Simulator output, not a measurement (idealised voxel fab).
Proc. module: voxel released beams
Pictured: cross-section cut, 250 nm wide, on a grid of 5 nm square cells.
Think of the cross-section as a grid of square cells. We describe it in bands, top to bottom, and each band covers one or more rows of those cells. Band: top and bottom heights (nm) first, top before bottom; then materials from left to right, widths in nm. "all across" marks a sole material filling the band edge to edge. "blank" denotes empty space. Basically, 0 is our baseline, since under it the wafer straight out of the box is all one material. The bottom band has no lower end and keeps on going down, so it looks like "from 0 down". It should be noted that a width expressed as "30 to 40" varies in equal increments from row to row of cells within the band, taking the value of the first number at the top row and that of the second number at the bottom row. Where the words "nothing different" appear for a step, the cross-section shows no cell changed by that step; every cell remained as before. "Trapped cavities": empty spaces of 8 cells or more with no open way to the top, each given as width x height at distance, distance from the left edge, all in nm. Read whatever lies past the settings on a step's line as the simulator's own remark about the step. "overlay nm" answers the question of how far to the right of plan the mask lay on a step that has a mask, and when it is negative the answer is to the left.

Process steps (planned):
step 1: RECEIVE (material Si)
step 2: CONFORMAL_DEP (material Al2O3; thk nm 10)
step 3: DIRECTIONAL_DEP (material SiO2; thk nm 20)
step 4: DIRECTIONAL_DEP (material aC; thk nm 15)
step 5: PATTERN (tone open; mask id ANCHOR; material resist; width nm 30; thk nm 35; overlay nm 0)
step 6: DIRECTIONAL_ETCH (etch materials aC; depth nm 15)
step 7: STRIP (etch materials resist)
step 8: DIRECTIONAL_ETCH (etch materials SiO2; depth nm 20)
step 9: STRIP (etch materials aC)
step 10: CONFORMAL_DEP (material W; thk nm 10)
step 11: DIRECTIONAL_DEP (material aC; thk nm 10)
step 12: PATTERN (tone cover; mask id BEAM; material resist; width nm 90; thk nm 25; overlay nm 0)
step 13: DIRECTIONAL_ETCH (etch materials aC; depth nm 10)
step 14: STRIP (etch materials resist)
step 15: DIRECTIONAL_ETCH (etch materials W; depth nm 10)
step 16: STRIP (etch materials aC)
step 17: STRIP (etch materials SiO2)

The first of the two wafers, which ran as planned:

Cross-section, incoming material, after step 1:
> from 0 down | Si all across
> Trapped cavities: none

Cross-section of the wafer after step 2:
> from 10 to 0 | Al2O3 all across
> For the remainder of the cross-section, below 0, there is no change.

Cross-section of the wafer after step 3:
> from 30 to 10 | SiO2 all across
> For the remainder of the cross-section, below 10, there is no change.

Cross-section of the wafer after step 4:
> from 45 to 30 | aC all across
> For the remainder of the cross-section, below 30, there is no change.

Cross-section of the wafer after step 5:
> from 80 to 45 | 80 of resist; 30 of blank; 140 of resist
> For the remainder of the cross-section, below 45, there is no change.

Cross-section of the wafer after step 6:
> from 65 to 45 | 80 of resist; 30 of blank; 140 of resist
> from 45 to 30 | 80 of aC; 30 of blank; 140 of aC
> For the remainder of the cross-section, below 30, there is no change.

Cross-section of the wafer after step 7:
> from 45 to 30 | 80 of aC; 30 of blank; 140 of aC
> For the remainder of the cross-section, below 30, there is no change.

Cross-section of the wafer after step 8:
> from 45 to 30 | 80 of aC; 30 of blank; 140 of aC
> from 30 to 10 | 80 of SiO2; 30 of blank; 140 of SiO2
> For the remainder of the cross-section, below 10, there is no change.

Cross-section of the wafer after step 9:
> from 30 to 10 | 80 of SiO2; 30 of blank; 140 of SiO2
> For the remainder of the cross-section, below 10, there is no change.

Cross-section of the wafer after step 10:
> from 40 to 30 | 90 of W; 10 of blank; 150 of W
> from 30 to 20 | 80 of SiO2; 10 of W; 10 of blank; 10 of W; 140 of SiO2
> from 20 to 10 | 80 of SiO2; 30 of W; 140 of SiO2
> For the remainder of the cross-section, below 10, there is no change.

Cross-section of the wafer after step 11:
> from 50 to 40 | 90 of aC; 10 of blank; 150 of aC
> from 40 to 30 | 90 of W; 10 of blank; 150 of W
> from 30 to 20 | 80 of SiO2; 10 of W; 10 of aC; 10 of W; 140 of SiO2
> For the remainder of the cross-section, below 20, there is no change.

Cross-section of the wafer after step 12:
> from 75 to 50 | 75 of blank; 90 of resist; 85 of blank
> from 50 to 40 | 90 of aC; 10 of resist; 150 of aC
> from 40 to 30 | 90 of W; 10 of resist; 150 of W
> For the remainder of the cross-section, below 30, there is no change.

Cross-section of the wafer after step 13:
> from 65 to 50 | 75 of blank; 90 of resist; 85 of blank
> from 50 to 40 | 75 of blank; 15 of aC; 10 of resist; 65 of aC; 85 of blank
> For the remainder of the cross-section, below 40, there is no change.

Cross-section of the wafer after step 14:
> from 50 to 40 | 75 of blank; 15 of aC; 10 of blank; 65 of aC; 85 of blank
> from 40 to 30 | 90 of W; 10 of blank; 150 of W
> For the remainder of the cross-section, below 30, there is no change.

Cross-section of the wafer after step 15:
> from 50 to 40 | 75 of blank; 15 of aC; 10 of blank; 65 of aC; 85 of blank
> from 40 to 30 | 75 of blank; 15 of W; 10 of blank; 65 of W; 85 of blank
> For the remainder of the cross-section, below 30, there is no change.

Cross-section of the wafer after step 16:
> from 40 to 30 | 75 of blank; 15 of W; 10 of blank; 65 of W; 85 of blank
> from 30 to 20 | 80 of SiO2; 10 of W; 10 of blank; 10 of W; 140 of SiO2
> For the remainder of the cross-section, below 20, there is no change.

Cross-section of the wafer after step 17:
> from 40 to 30 | 75 of blank; 15 of W; 10 of blank; 65 of W; 85 of blank
> from 30 to 20 | 80 of blank; 10 of W; 10 of blank; 10 of W; 140 of blank
> from 20 to 10 | 80 of blank; 30 of W; 140 of blank
> For the remainder of the cross-section, below 10, there is no change.

The second wafer: identical to the first at the outset and in its planned sequence, differing only in that one mistake was made during processing; up to and including step 1, its path is the first wafer's path:

When step 2 should have ended:
> from 20 to 0 | SiO2 all across
> For the remainder of the cross-section, below 0, there is no change.

When step 3 should have ended:
> from 30 to 20 | Al2O3 all across
> For the remainder of the cross-section, below 20, there is no change.

When step 4 should have ended:
> from 45 to 30 | aC all across
> For the remainder of the cross-section, below 30, there is no change.

When step 5 should have ended:
> from 80 to 45 | 80 of resist; 30 of blank; 140 of resist
> For the remainder of the cross-section, below 45, there is no change.

When step 6 should have ended:
> from 65 to 45 | 80 of resist; 30 of blank; 140 of resist
> from 45 to 30 | 80 of aC; 30 of blank; 140 of aC
> For the remainder of the cross-section, below 30, there is no change.

When step 7 should have ended:
> from 45 to 30 | 80 of aC; 30 of blank; 140 of aC
> For the remainder of the cross-section, below 30, there is no change.

when step 8 should have ended: nothing different

When step 9 should have ended:
> from 30 to 20 | Al2O3 all across
> For the remainder of the cross-section, below 20, there is no change.

When step 10 should have ended:
> from 40 to 30 | W all across
> For the remainder of the cross-section, below 30, there is no change.

When step 11 should have ended:
> from 50 to 40 | aC all across
> For the remainder of the cross-section, below 40, there is no change.

When step 12 should have ended:
> from 75 to 50 | 75 of blank; 90 of resist; 85 of blank
> For the remainder of the cross-section, below 50, there is no change.

When step 13 should have ended:
> from 65 to 50 | 75 of blank; 90 of resist; 85 of blank
> from 50 to 40 | 75 of blank; 90 of aC; 85 of blank
> For the remainder of the cross-section, below 40, there is no change.

When step 14 should have ended:
> from 50 to 40 | 75 of blank; 90 of aC; 85 of blank
> For the remainder of the cross-section, below 40, there is no change.

When step 15 should have ended:
> from 50 to 40 | 75 of blank; 90 of aC; 85 of blank
> from 40 to 30 | 75 of blank; 90 of W; 85 of blank
> For the remainder of the cross-section, below 30, there is no change.

When step 16 should have ended:
> from 40 to 30 | 75 of blank; 90 of W; 85 of blank
> For the remainder of the cross-section, below 30, there is no change.

when step 17 should have ended: nothing different
Where did the run depart from the plan? ran 2 and 3 in swapped order versus the plan
Counted in cells at the end, the second wafer holds more or fewer of these materials than the first: +200 SiO2; -16 W
